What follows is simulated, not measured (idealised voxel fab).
process module | voxel plated lines
cross-section cut | 180 nm wide | cells 5 nm
A cross-section is a grid of square cells, given in bands from the top down. A band is one or more rows of cells.
Each band's line starts with the height of the band's top and of its bottom, in nm. Then come its materials from left to right, each with its width in nm. One material with "throughout" fills the band from edge to edge. "air" is empty space.
Height 0 is the level under which the wafer as received is all one material. The lowest band goes on downwards, as in "0 down".
A width such as "30 to 40" changes by the same amount from each row of cells to the next, from the band's top row to its bottom row.
"no change" after a step means that no cell of the cross-section changed.
closed voids: empty space of 8 cells or more with no open way to the top, each as width x height at its distance from the left edge, in nm
after a step's settings: what the simulator itself notes on the step
overlay nm, on a step with a mask: how far to the right of its planned place the mask lay; to the left if negative
plan
1 op RECEIVE | material Si
2 op CONFORMAL_DEP | material SiO2 | thk nm 15
3 op DIRECTIONAL_DEP | material TiN | thk nm 5
4 op PATTERN | tone open | mask id LINES | material resist | width nm 15 | pitch nm 30 | thk nm 20 | overlay nm 0
5 op EPI | material Ru | thk nm 5
6 op STRIP | etch materials resist
7 op DIRECTIONAL_ETCH | etch materials TiN | depth nm 5
8 op CONFORMAL_DEP | material SiO2 | thk nm 5
as received, after step 1
  0 down: Si throughout
  closed voids: none
first wafer at the end, as planned
  30 to 25: air 60 | SiO2 25 | air 5 | SiO2 25 | air 65
  25 to 20: air 60 | SiO2 5 | Ru 15 | SiO2 5 | air 5 | SiO2 5 | Ru 15 | SiO2 5 | air 65
  20 to 15: SiO2 65 | TiN 15 | SiO2 15 | TiN 15 | SiO2 70
  15 to 0: SiO2 throughout
  0 down: Si throughout
  closed voids: none
second wafer at the end: like start, like plan, one mistake
  15 to 10: air 60 | SiO2 25 | air 5 | SiO2 25 | air 65
  10 to 5: air 60 | SiO2 5 | Ru 15 | SiO2 5 | air 5 | SiO2 5 | Ru 15 | SiO2 5 | air 65
  5 to 0: SiO2 65 | TiN 15 | SiO2 15 | TiN 15 | SiO2 70
  0 down: Si throughout
  closed voids: none
what went wrong: step 2 was left out
at the end the second wafer has, in cells: 108 fewer of SiO2
